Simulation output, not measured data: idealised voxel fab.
process module | voxel wiring stack
cross-section cut | 235 nm wide | cells 5 nm
A cross-section is a grid of square cells, given in bands from the top down. A band is one or more rows of cells.
Each band's line starts with the height of the band's top and of its bottom, in nm. Then come its materials from left to right, each with its width in nm. One material with "throughout" fills the band from edge to edge. "air" is empty space.
Height 0 is the level under which the wafer as received is all one material. The lowest band goes on downwards, as in "0 down".
A width such as "30 to 40" changes by the same amount from each row of cells to the next, from the band's top row to its bottom row.
"no change" after a step means that no cell of the cross-section changed.
closed voids: empty space of 8 cells or more with no open way to the top, each as width x height at its distance from the left edge, in nm
after a step's settings: what the simulator itself notes on the step
overlay nm, on a step with a mask: how far to the right of its planned place the mask lay; to the left if negative
plan
1 op RECEIVE | material Si
2 op CONFORMAL_DEP | material SiO2 | thk nm 10
3 op DIRECTIONAL_DEP | material TiN | thk nm 5
4 op DIRECTIONAL_DEP | material W | thk nm 15
5 op PATTERN | tone cover | mask id METAL_1 | material resist | width nm 25 | pitch nm 45 | thk nm 20 | overlay nm 0
6 op DIRECTIONAL_ETCH | etch materials W | depth nm 15
7 op DIRECTIONAL_ETCH | etch materials TiN | depth nm 5
8 op STRIP | etch materials resist
9 op CONFORMAL_DEP | material SiCN | thk nm 5
10 op FILL_DEP | material SiO2 | thk nm 5
11 op CMP | height nm 30
12 op CONFORMAL_DEP | material SiCN | thk nm 5
13 op DIRECTIONAL_DEP | material lowk | thk nm 15
14 op PATTERN | tone open | mask id PLUG_1 | material resist | width nm 15 | thk nm 20 | overlay nm 0
15 op DIRECTIONAL_ETCH | etch materials lowk | depth nm 15
16 op DIRECTIONAL_ETCH | etch materials SiCN | depth nm 5
17 op STRIP | etch materials resist
18 op EPI | material Ru | thk nm 10
19 op EPI | material Ru | thk nm 10
20 op CONFORMAL_DEP | material SiN | thk nm 5
21 op DIRECTIONAL_DEP | material SiO2 | thk nm 25
22 op PATTERN | tone open | mask id METAL_2 | material resist | width nm 25 | pitch nm 45 | thk nm 20 | overlay nm 0
23 op DIRECTIONAL_ETCH | etch materials SiO2 | depth nm 25
24 op DIRECTIONAL_ETCH | etch materials SiN | depth nm 5
25 op STRIP | etch materials resist
26 op CONFORMAL_DEP | material TiN | thk nm 5
27 op FILL_DEP | material Cu | thk nm 10
28 op CMP | height nm 80
29 op CONFORMAL_DEP | material SiCN | thk nm 5
30 op DIRECTIONAL_DEP | material lowk | thk nm 10
31 op PATTERN | tone open | mask id PLUG_2 | material resist | width nm 15 | pitch nm 45 | thk nm 20 | overlay nm 0
32 op DIRECTIONAL_ETCH | etch materials lowk | depth nm 10
33 op DIRECTIONAL_ETCH | etch materials SiCN | depth nm 5
34 op STRIP | etch materials resist
35 op EPI | material Ru | thk nm 10
36 op EPI | material Ru | thk nm 5
37 op DIRECTIONAL_DEP | material TiN | thk nm 5
38 op DIRECTIONAL_DEP | material Ru | thk nm 15
39 op DIRECTIONAL_DEP | material aC | thk nm 10
40 op PATTERN | tone cover | mask id METAL_3 | material resist | width nm 25 | pitch nm 45 | thk nm 25 | overlay nm 0
41 op DIRECTIONAL_ETCH | etch materials aC | depth nm 10
42 op STRIP | etch materials resist
43 op DIRECTIONAL_ETCH | etch materials Ru | depth nm 15
44 op DIRECTIONAL_ETCH | etch materials TiN | depth nm 5
45 op STRIP | etch materials aC
46 op CONFORMAL_DEP | material SiN | thk nm 5
47 op FILL_DEP | material lowk | thk nm 10
48 op CMP | height nm 115
49 op CONFORMAL_DEP | material SiCN | thk nm 5
50 op DIRECTIONAL_DEP | material SiO2 | thk nm 25
51 op DIRECTIONAL_DEP | material aC | thk nm 10
52 op PATTERN | tone open | mask id METAL_4_HOLES | material resist | width nm 15 | pitch nm 45 | thk nm 25 | overlay nm 0
53 op DIRECTIONAL_ETCH | etch materials aC | depth nm 10
54 op STRIP | etch materials resist
55 op DIRECTIONAL_ETCH | etch materials SiO2 | depth nm 25
56 op STRIP | etch materials aC
57 op MASKED_ETCH | tone open | mask id METAL_4 | width nm 25 | pitch nm 45 | etch materials SiO2 | depth nm 15 | overlay nm 0
58 op MASKED_ETCH | tone open | mask id METAL_4 | width nm 25 | pitch nm 45 | etch materials SiCN | depth nm 5 | overlay nm 0
59 op CONFORMAL_DEP | material TiN | thk nm 5
60 op FILL_DEP | material Cu | thk nm 5
61 op CMP | height nm 145
62 op CONFORMAL_DEP | material SiN | thk nm 5
first wafer, as planned
as received, after step 1
  0 down: Si throughout
  closed voids: none
after step 2
  10 to 0: SiO2 throughout
  below 0: unchanged
after step 3
  15 to 10: TiN throughout
  below 10: unchanged
after step 4
  30 to 15: W throughout
  below 15: unchanged
after step 5
  50 to 30: air 80 | resist 25 | air 20 | resist 25 | air 85
  below 30: unchanged
after step 6
  50 to 30: air 80 | resist 25 | air 20 | resist 25 | air 85
  30 to 15: air 80 | W 25 | air 20 | W 25 | air 85
  below 15: unchanged
after step 7
  50 to 30: air 80 | resist 25 | air 20 | resist 25 | air 85
  30 to 15: air 80 | W 25 | air 20 | W 25 | air 85
  15 to 10: air 80 | TiN 25 | air 20 | TiN 25 | air 85
  below 10: unchanged
after step 8
  30 to 15: air 80 | W 25 | air 20 | W 25 | air 85
  below 15: unchanged
after step 9
  35 to 30: air 75 | SiCN 35 | air 10 | SiCN 35 | air 80
  30 to 15: air 75 | SiCN 5 | W 25 | SiCN 5 | air 10 | SiCN 5 | W 25 | SiCN 5 | air 80
  15 to 10: SiCN 80 | TiN 25 | SiCN 20 | TiN 25 | SiCN 85
  below 10: unchanged
after step 10
  40 to 35: SiO2 throughout
  35 to 30: SiO2 75 | SiCN 35 | SiO2 10 | SiCN 35 | SiO2 80
  30 to 15: SiO2 75 | SiCN 5 | W 25 | SiCN 5 | SiO2 10 | SiCN 5 | W 25 | SiCN 5 | SiO2 80
  below 15: unchanged
after step 11
  30 to 15: SiO2 75 | SiCN 5 | W 25 | SiCN 5 | SiO2 10 | SiCN 5 | W 25 | SiCN 5 | SiO2 80
  below 15: unchanged
after step 12
  35 to 30: SiCN throughout
  below 30: unchanged
after step 13
  50 to 35: lowk throughout
  below 35: unchanged
after step 14
  70 to 50: resist 80 | air 15 | resist 140
  below 50: unchanged
after step 15
  70 to 50: resist 80 | air 15 | resist 140
  50 to 35: lowk 80 | air 15 | lowk 140
  below 35: unchanged
after step 16
  70 to 50: resist 80 | air 15 | resist 140
  50 to 35: lowk 80 | air 15 | lowk 140
  35 to 30: SiCN 80 | air 15 | SiCN 140
  below 30: unchanged
after step 17
  50 to 35: lowk 80 | air 15 | lowk 140
  below 35: unchanged
after step 18
  50 to 40: lowk 80 | air 15 | lowk 140
  40 to 35: lowk 80 | Ru 15 | lowk 140
  35 to 30: SiCN 80 | Ru 15 | SiCN 140
  below 30: unchanged
after step 19
  50 to 35: lowk 80 | Ru 15 | lowk 140
  below 35: unchanged
after step 20
  55 to 50: SiN throughout
  below 50: unchanged
after step 21
  80 to 55: SiO2 throughout
  below 55: unchanged
after step 22
  100 to 80: resist 80 | air 25 | resist 20 | air 25 | resist 85
  below 80: unchanged
after step 23
  100 to 80: resist 80 | air 25 | resist 20 | air 25 | resist 85
  80 to 55: SiO2 80 | air 25 | SiO2 20 | air 25 | SiO2 85
  below 55: unchanged
after step 24
  100 to 80: resist 80 | air 25 | resist 20 | air 25 | resist 85
  80 to 55: SiO2 80 | air 25 | SiO2 20 | air 25 | SiO2 85
  55 to 50: SiN 80 | air 25 | SiN 20 | air 25 | SiN 85
  below 50: unchanged
after step 25
  80 to 55: SiO2 80 | air 25 | SiO2 20 | air 25 | SiO2 85
  below 55: unchanged
after step 26
  85 to 80: TiN 85 | air 15 | TiN 30 | air 15 | TiN 90
  80 to 55: SiO2 80 | TiN 5 | air 15 | TiN 5 | SiO2 20 | TiN 5 | air 15 | TiN 5 | SiO2 85
  55 to 50: SiN 80 | TiN 25 | SiN 20 | TiN 25 | SiN 85
  below 50: unchanged
after step 27
  95 to 85: Cu throughout
  85 to 80: TiN 85 | Cu 15 | TiN 30 | Cu 15 | TiN 90
  80 to 55: SiO2 80 | TiN 5 | Cu 15 | TiN 5 | SiO2 20 | TiN 5 | Cu 15 | TiN 5 | SiO2 85
  below 55: unchanged
after step 28
  80 to 55: SiO2 80 | TiN 5 | Cu 15 | TiN 5 | SiO2 20 | TiN 5 | Cu 15 | TiN 5 | SiO2 85
  below 55: unchanged
after step 29
  85 to 80: SiCN throughout
  below 80: unchanged
after step 30
  95 to 85: lowk throughout
  below 85: unchanged
after step 31
  115 to 95: resist 80 | air 15 | resist 30 | air 15 | resist 95
  below 95: unchanged
after step 32
  115 to 95: resist 80 | air 15 | resist 30 | air 15 | resist 95
  95 to 85: lowk 80 | air 15 | lowk 30 | air 15 | lowk 95
  below 85: unchanged
after step 33
  115 to 95: resist 80 | air 15 | resist 30 | air 15 | resist 95
  95 to 85: lowk 80 | air 15 | lowk 30 | air 15 | lowk 95
  85 to 80: SiCN 80 | air 15 | SiCN 30 | air 15 | SiCN 95
  below 80: unchanged
after step 34
  95 to 85: lowk 80 | air 15 | lowk 30 | air 15 | lowk 95
  below 85: unchanged
after step 35
  95 to 90: lowk 80 | air 15 | lowk 30 | air 15 | lowk 95
  90 to 85: lowk 80 | Ru 15 | lowk 30 | Ru 15 | lowk 95
  85 to 80: SiCN 80 | Ru 15 | SiCN 30 | Ru 15 | SiCN 95
  below 80: unchanged
after step 36
  95 to 85: lowk 80 | Ru 15 | lowk 30 | Ru 15 | lowk 95
  below 85: unchanged
after step 37
  100 to 95: TiN throughout
  below 95: unchanged
after step 38
  115 to 100: Ru throughout
  below 100: unchanged
after step 39
  125 to 115: aC throughout
  below 115: unchanged
after step 40
  150 to 125: air 80 | resist 25 | air 20 | resist 25 | air 85
  below 125: unchanged
after step 41
  140 to 125: air 80 | resist 25 | air 20 | resist 25 | air 85
  125 to 115: air 80 | aC 25 | air 20 | aC 25 | air 85
  below 115: unchanged
after step 42
  125 to 115: air 80 | aC 25 | air 20 | aC 25 | air 85
  below 115: unchanged
after step 43
  125 to 115: air 80 | aC 25 | air 20 | aC 25 | air 85
  115 to 100: air 80 | Ru 25 | air 20 | Ru 25 | air 85
  below 100: unchanged
after step 44
  125 to 115: air 80 | aC 25 | air 20 | aC 25 | air 85
  115 to 100: air 80 | Ru 25 | air 20 | Ru 25 | air 85
  100 to 95: air 80 | TiN 25 | air 20 | TiN 25 | air 85
  below 95: unchanged
after step 45
  115 to 100: air 80 | Ru 25 | air 20 | Ru 25 | air 85
  below 100: unchanged
after step 46
  120 to 115: air 75 | SiN 35 | air 10 | SiN 35 | air 80
  115 to 100: air 75 | SiN 5 | Ru 25 | SiN 5 | air 10 | SiN 5 | Ru 25 | SiN 5 | air 80
  100 to 95: SiN 80 | TiN 25 | SiN 20 | TiN 25 | SiN 85
  below 95: unchanged
after step 47
  130 to 120: lowk throughout
  120 to 115: lowk 75 | SiN 35 | lowk 10 | SiN 35 | lowk 80
  115 to 100: lowk 75 | SiN 5 | Ru 25 | SiN 5 | lowk 10 | SiN 5 | Ru 25 | SiN 5 | lowk 80
  below 100: unchanged
after step 48
  115 to 100: lowk 75 | SiN 5 | Ru 25 | SiN 5 | lowk 10 | SiN 5 | Ru 25 | SiN 5 | lowk 80
  below 100: unchanged
after step 49
  120 to 115: SiCN throughout
  below 115: unchanged
after step 50
  145 to 120: SiO2 throughout
  below 120: unchanged
after step 51
  155 to 145: aC throughout
  below 145: unchanged
after step 52
  180 to 155: resist 80 | air 15 | resist 30 | air 15 | resist 95
  below 155: unchanged
after step 53
  170 to 155: resist 80 | air 15 | resist 30 | air 15 | resist 95
  155 to 145: aC 80 | air 15 | aC 30 | air 15 | aC 95
  below 145: unchanged
after step 54
  155 to 145: aC 80 | air 15 | aC 30 | air 15 | aC 95
  below 145: unchanged
after step 55
  155 to 145: aC 80 | air 15 | aC 30 | air 15 | aC 95
  145 to 120: SiO2 80 | air 15 | SiO2 30 | air 15 | SiO2 95
  below 120: unchanged
after step 56
  145 to 120: SiO2 80 | air 15 | SiO2 30 | air 15 | SiO2 95
  below 120: unchanged
after step 57
  145 to 130: SiO2 80 | air 25 | SiO2 20 | air 25 | SiO2 85
  below 130: unchanged
after step 58
  145 to 130: SiO2 80 | air 25 | SiO2 20 | air 25 | SiO2 85
  130 to 120: SiO2 80 | air 15 | SiO2 30 | air 15 | SiO2 95
  120 to 115: SiCN 80 | air 15 | SiCN 30 | air 15 | SiCN 95
  below 115: unchanged
after step 59
  150 to 145: TiN 85 | air 15 | TiN 30 | air 15 | TiN 90
  145 to 135: SiO2 80 | TiN 5 | air 15 | TiN 5 | SiO2 20 | TiN 5 | air 15 | TiN 5 | SiO2 85
  135 to 130: SiO2 80 | TiN 5 | air 5 | TiN 15 | SiO2 20 | TiN 5 | air 5 | TiN 15 | SiO2 85
  130 to 120: SiO2 80 | TiN 5 | air 5 | TiN 5 | SiO2 30 | TiN 5 | air 5 | TiN 5 | SiO2 95
  120 to 115: SiCN 80 | TiN 15 | SiCN 30 | TiN 15 | SiCN 95
  below 115: unchanged
after step 60
  155 to 150: Cu throughout
  150 to 145: TiN 85 | Cu 15 | TiN 30 | Cu 15 | TiN 90
  145 to 135: SiO2 80 | TiN 5 | Cu 15 | TiN 5 | SiO2 20 | TiN 5 | Cu 15 | TiN 5 | SiO2 85
  135 to 130: SiO2 80 | TiN 5 | Cu 5 | TiN 15 | SiO2 20 | TiN 5 | Cu 5 | TiN 15 | SiO2 85
  130 to 120: SiO2 80 | TiN 5 | Cu 5 | TiN 5 | SiO2 30 | TiN 5 | Cu 5 | TiN 5 | SiO2 95
  below 120: unchanged
after step 61
  145 to 135: SiO2 80 | TiN 5 | Cu 15 | TiN 5 | SiO2 20 | TiN 5 | Cu 15 | TiN 5 | SiO2 85
  below 135: unchanged
after step 62
  150 to 145: SiN throughout
  below 145: unchanged
second wafer: like start, like plan, one mistake. Through step 30 it matches the first wafer
when step 31 should have ended
  115 to 95: resist 75 | air 15 | resist 30 | air 15 | resist 100
  below 95: unchanged
when step 32 should have ended
  115 to 95: resist 75 | air 15 | resist 30 | air 15 | resist 100
  95 to 85: lowk 75 | air 15 | lowk 30 | air 15 | lowk 100
  below 85: unchanged
when step 33 should have ended
  115 to 95: resist 75 | air 15 | resist 30 | air 15 | resist 100
  95 to 85: lowk 75 | air 15 | lowk 30 | air 15 | lowk 100
  85 to 80: SiCN 75 | air 15 | SiCN 30 | air 15 | SiCN 100
  below 80: unchanged
when step 34 should have ended
  95 to 85: lowk 75 | air 15 | lowk 30 | air 15 | lowk 100
  below 85: unchanged
when step 35 should have ended
  95 to 90: lowk 75 | air 15 | lowk 30 | air 15 | lowk 100
  90 to 85: lowk 75 | Ru 15 | lowk 30 | Ru 15 | lowk 100
  85 to 80: SiCN 75 | Ru 15 | SiCN 30 | Ru 15 | SiCN 100
  below 80: unchanged
when step 36 should have ended
  95 to 85: lowk 75 | Ru 15 | lowk 30 | Ru 15 | lowk 100
  below 85: unchanged
when step 37 should have ended
  100 to 95: TiN throughout
  below 95: unchanged
when step 38 should have ended
  115 to 100: Ru throughout
  below 100: unchanged
when step 39 should have ended
  125 to 115: aC throughout
  below 115: unchanged
when step 40 should have ended
  150 to 125: air 80 | resist 25 | air 20 | resist 25 | air 85
  below 125: unchanged
when step 41 should have ended
  140 to 125: air 80 | resist 25 | air 20 | resist 25 | air 85
  125 to 115: air 80 | aC 25 | air 20 | aC 25 | air 85
  below 115: unchanged
when step 42 should have ended
  125 to 115: air 80 | aC 25 | air 20 | aC 25 | air 85
  below 115: unchanged
when step 43 should have ended
  125 to 115: air 80 | aC 25 | air 20 | aC 25 | air 85
  115 to 100: air 80 | Ru 25 | air 20 | Ru 25 | air 85
  below 100: unchanged
when step 44 should have ended
  125 to 115: air 80 | aC 25 | air 20 | aC 25 | air 85
  115 to 100: air 80 | Ru 25 | air 20 | Ru 25 | air 85
  100 to 95: air 80 | TiN 25 | air 20 | TiN 25 | air 85
  below 95: unchanged
when step 45 should have ended
  115 to 100: air 80 | Ru 25 | air 20 | Ru 25 | air 85
  below 100: unchanged
when step 46 should have ended
  120 to 115: air 75 | SiN 35 | air 10 | SiN 35 | air 80
  115 to 100: air 75 | SiN 5 | Ru 25 | SiN 5 | air 10 | SiN 5 | Ru 25 | SiN 5 | air 80
  100 to 95: SiN 80 | TiN 25 | SiN 20 | TiN 25 | SiN 85
  below 95: unchanged
when step 47 should have ended
  130 to 120: lowk throughout
  120 to 115: lowk 75 | SiN 35 | lowk 10 | SiN 35 | lowk 80
  115 to 100: lowk 75 | SiN 5 | Ru 25 | SiN 5 | lowk 10 | SiN 5 | Ru 25 | SiN 5 | lowk 80
  below 100: unchanged
when step 48 should have ended
  115 to 100: lowk 75 | SiN 5 | Ru 25 | SiN 5 | lowk 10 | SiN 5 | Ru 25 | SiN 5 | lowk 80
  below 100: unchanged
when step 49 should have ended
  120 to 115: SiCN throughout
  below 115: unchanged
when step 50 should have ended
  145 to 120: SiO2 throughout
  below 120: unchanged
when step 51 should have ended
  155 to 145: aC throughout
  below 145: unchanged
when step 52 should have ended
  180 to 155: resist 80 | air 15 | resist 30 | air 15 | resist 95
  below 155: unchanged
when step 53 should have ended
  170 to 155: resist 80 | air 15 | resist 30 | air 15 | resist 95
  155 to 145: aC 80 | air 15 | aC 30 | air 15 | aC 95
  below 145: unchanged
when step 54 should have ended
  155 to 145: aC 80 | air 15 | aC 30 | air 15 | aC 95
  below 145: unchanged
when step 55 should have ended
  155 to 145: aC 80 | air 15 | aC 30 | air 15 | aC 95
  145 to 120: SiO2 80 | air 15 | SiO2 30 | air 15 | SiO2 95
  below 120: unchanged
when step 56 should have ended
  145 to 120: SiO2 80 | air 15 | SiO2 30 | air 15 | SiO2 95
  below 120: unchanged
when step 57 should have ended
  145 to 130: SiO2 80 | air 25 | SiO2 20 | air 25 | SiO2 85
  below 130: unchanged
when step 58 should have ended
  145 to 130: SiO2 80 | air 25 | SiO2 20 | air 25 | SiO2 85
  130 to 120: SiO2 80 | air 15 | SiO2 30 | air 15 | SiO2 95
  120 to 115: SiCN 80 | air 15 | SiCN 30 | air 15 | SiCN 95
  below 115: unchanged
when step 59 should have ended
  150 to 145: TiN 85 | air 15 | TiN 30 | air 15 | TiN 90
  145 to 135: SiO2 80 | TiN 5 | air 15 | TiN 5 | SiO2 20 | TiN 5 | air 15 | TiN 5 | SiO2 85
  135 to 130: SiO2 80 | TiN 5 | air 5 | TiN 15 | SiO2 20 | TiN 5 | air 5 | TiN 15 | SiO2 85
  130 to 120: SiO2 80 | TiN 5 | air 5 | TiN 5 | SiO2 30 | TiN 5 | air 5 | TiN 5 | SiO2 95
  120 to 115: SiCN 80 | TiN 15 | SiCN 30 | TiN 15 | SiCN 95
  below 115: unchanged
when step 60 should have ended
  155 to 150: Cu throughout
  150 to 145: TiN 85 | Cu 15 | TiN 30 | Cu 15 | TiN 90
  145 to 135: SiO2 80 | TiN 5 | Cu 15 | TiN 5 | SiO2 20 | TiN 5 | Cu 15 | TiN 5 | SiO2 85
  135 to 130: SiO2 80 | TiN 5 | Cu 5 | TiN 15 | SiO2 20 | TiN 5 | Cu 5 | TiN 15 | SiO2 85
  130 to 120: SiO2 80 | TiN 5 | Cu 5 | TiN 5 | SiO2 30 | TiN 5 | Cu 5 | TiN 5 | SiO2 95
  below 120: unchanged
when step 61 should have ended
  145 to 135: SiO2 80 | TiN 5 | Cu 15 | TiN 5 | SiO2 20 | TiN 5 | Cu 15 | TiN 5 | SiO2 85
  below 135: unchanged
when step 62 should have ended
  150 to 145: SiN throughout
  below 145: unchanged
what went wrong: step 31 ran as: op PATTERN | tone open | mask id PLUG_2 | material resist | width nm 15 | pitch nm 45 | thk nm 20 | overlay nm -5
at the end the second wafer has, in cells: as many of each material as the first, in other places
